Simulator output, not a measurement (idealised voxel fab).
Herein follows the process module entitled voxel ribs on slabs.
Displayed cross-section: cut, width of 150 nm, square cells sized 5 nm.
Format of a cross-section: grid, square cells. Given as bands. Order: top down. Band: one or more rows of cells.
The band entry comprises the height of the band's top followed by the height of its bottom, expressed in nm, and subsequently the band's materials from left to right, each stated together with its width in nm. Where a single material is marked with the word "everywhere", that material fills the band from edge to edge. The word "air" represents empty space.
Height 0 is the level under which the wafer as received is all one material. The lowest band goes on downwards, as in "0..down".
Quick explanation for "30->40": the width changes in equal steps down the rows of cells, from the first number in the band's top row to the second number in its bottom row.
You'll sometimes find "all unchanged" written for a step, and that's the way of saying that nowhere in the cross-section did a cell change during that step.
"Unvented cavities": sealed empty spaces, 8 cells or more, no open way to top, listed width x height at distance, with distance from the left edge and width, height and distance in nm.
The remark found on a step's line after its settings is issued by the simulator itself and pertains to that step.
overlay nm: how far to the right of its planned place the mask lay on this masked step (negative: to the left).

### Intended process steps
| 1 | RECEIVE (material Si) |
| 2 | DIRECTIONAL_DEP (material SiO2; thk nm 20) |
| 3 | DIRECTIONAL_DEP (material polySi; thk nm 25) |
| 4 | MASKED_ETCH (tone cover; mask id RIB; width nm 20; etch materials polySi; depth nm 15; overlay nm 0) |
| 5 | DIRECTIONAL_DEP (material aC; thk nm 15) |
| 6 | PATTERN (tone cover; mask id SLAB; material resist; width nm 50; thk nm 30; overlay nm 0) |
| 7 | DIRECTIONAL_ETCH (etch materials aC; depth nm 15) |
| 8 | STRIP (etch materials resist) |
| 9 | DIRECTIONAL_ETCH (etch materials polySi; depth nm 5) |
| 10 | STRIP (etch materials aC) |
| 11 | FILL_DEP (material SiO2; thk nm 15) |
| 12 | CMP (height nm 55) |
| 13 | DIRECTIONAL_DEP (material W; thk nm 5) |
| 14 | DIRECTIONAL_DEP (material aC; thk nm 15) |
| 15 | PATTERN (tone cover; mask id HEATER; material resist; width nm 30; thk nm 30; overlay nm 0) |
| 16 | DIRECTIONAL_ETCH (etch materials aC; depth nm 15) |
| 17 | STRIP (etch materials resist) |
| 18 | DIRECTIONAL_ETCH (etch materials W; depth nm 5) |
| 19 | STRIP (etch materials aC) |
| 20 | CONFORMAL_DEP (material SiO2; thk nm 10) |
What sets these wafers apart? The depth nm at step 9. They all start alike, and the plan carries the first wafer's value.

### First of several wafers, received after step 1, in cross-section
0..down: Si everywhere
Unvented cavities: none

### The first of several wafers, seen in cross-section after the module's last step, step 20
70..65: air=50 | SiO2=50 | air=50
65..60: SiO2 everywhere
60..55: SiO2=60 | W=30 | SiO2=60
55..45: SiO2 everywhere
45..30: SiO2=65 | polySi=20 | SiO2=65
30..25: SiO2=50 | polySi=50 | SiO2=50
25..20: polySi everywhere
20..0: SiO2 everywhere
0..down: Si everywhere
Unvented cavities: none

### At the end of the module, the last of several wafers in cross-section
70..65: air=50 | SiO2=50 | air=50
65..60: SiO2 everywhere
60..55: SiO2=60 | W=30 | SiO2=60
55..45: SiO2 everywhere
45..30: SiO2=65 | polySi=20 | SiO2=65
30..20: SiO2=50 | polySi=50 | SiO2=50
20..0: SiO2 everywhere
0..down: Si everywhere
Unvented cavities: none

### wafer rows; end of module; cells per material since receipt: (+) gained, (-) lost; then closed voids
depth nm 5; +342 SiO2; +6 W; +52 polySi; Unvented cavities: none
depth nm 10; +362 SiO2; +6 W; +32 polySi; Unvented cavities: none
depth nm 15; +362 SiO2; +6 W; +32 polySi; Unvented cavities: none
depth nm 20; +362 SiO2; +6 W; +32 polySi; Unvented cavities: none
depth nm 25; +362 SiO2; +6 W; +32 polySi; Unvented cavities: none
